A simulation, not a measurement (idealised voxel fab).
voxel self aligned contacts: a process module
cross-section cut | 260 nm wide | cells 5 nm
The cross-sections in this document take the form of a grid made of square cells. They are written out as bands, in order from top to bottom. Each band consists of one or more rows of cells. Quick guide to a band line: top height, bottom height (nm) up front; then every material left to right with its width in nm. Only one material and it's marked "full width"? Then it fills the band edge to edge. And "empty" just means empty space. Beneath 0, the wafer as received is one material, and that level is where height counting begins. The lowest band goes on downward without a bottom; it is written like "0 nm and below". Top row gets the first number, bottom row gets the second, and each row in between changes by the same step: that is how a band width like "30->40" works. The cross-section has no changed cell in any step marked "no modification". Enclosed voids (no open way to top), threshold 8 cells or more, entry "Cavities, sealed", notation width x height at distance, distance from left edge, nm. Step line, after settings: the simulator's comment on this step. What "overlay nm" on a step's line means: if the step has a mask, that mask lay this far to the right of its planned place, or, when the value is negative, to the left.

Process steps foreseen in the plan:
- 1: RECEIVE | material Si
- 2: OXIDIZE | depth nm 5
- 3: DIRECTIONAL_DEP | material polySi | thk nm 30
- 4: DIRECTIONAL_DEP | material SiN | thk nm 15
- 5: MASKED_ETCH | tone cover | mask id GATE | width nm 25 | pitch nm 60 | etch materials SiN | depth nm 15 | overlay nm 0
- 6: MASKED_ETCH | tone cover | mask id GATE | width nm 25 | pitch nm 60 | etch materials polySi | depth nm 30 | overlay nm 0
- 7: CONFORMAL_DEP | material SiN | thk nm 5
- 8: DIRECTIONAL_ETCH | etch materials SiN | depth nm 5
- 9: FILL_DEP | material SiO2 | thk nm 20
- 10: CMP | height nm 55
- 11: MASKED_ETCH | tone open | mask id CONTACT | width nm 45 | etch materials SiO2 | depth nm 60 | overlay nm 0
- 12: CONFORMAL_DEP | material TiN | thk nm 5
- 13: FILL_DEP | material W | thk nm 10
- 14: CMP | height nm 55
- 15: CONFORMAL_DEP | material SiN | thk nm 5

Cross-section of the incoming wafer, state after step 1:
  0 nm and below | Si full width
  Cavities, sealed: none

Wafer at module end, in section. Began as above, planned as above, run with one mistake:
  60 nm to 55 nm | SiN full width
  55 nm to 45 nm | SiO2=105, TiN=5->15, W=35->15, TiN=5->15, SiO2=110
  45 nm to 35 nm | SiO2=80, SiN=35, TiN=5, W=15, TiN=5, SiN=35, SiO2=85
  35 nm to 30 nm | SiO2=80, SiN=35, TiN=10, W=5, TiN=10, SiN=35, SiO2=85
  30 nm to 0 nm | SiO2=75, SiN=5, polySi=35, SiN=5, TiN=5, W=5, TiN=5, SiN=5, polySi=35, SiN=5, SiO2=80
  0 nm to -5 nm | SiO2=120, TiN=15, SiO2=125
  -5 nm and below | Si full width
  Cavities, sealed: none
Finding, execution versus plan: step 6 deviated from plan and actually ran as MASKED_ETCH | tone cover | mask id GATE | width nm 35 | pitch nm 60 | etch materials polySi | depth nm 30 | overlay nm 0
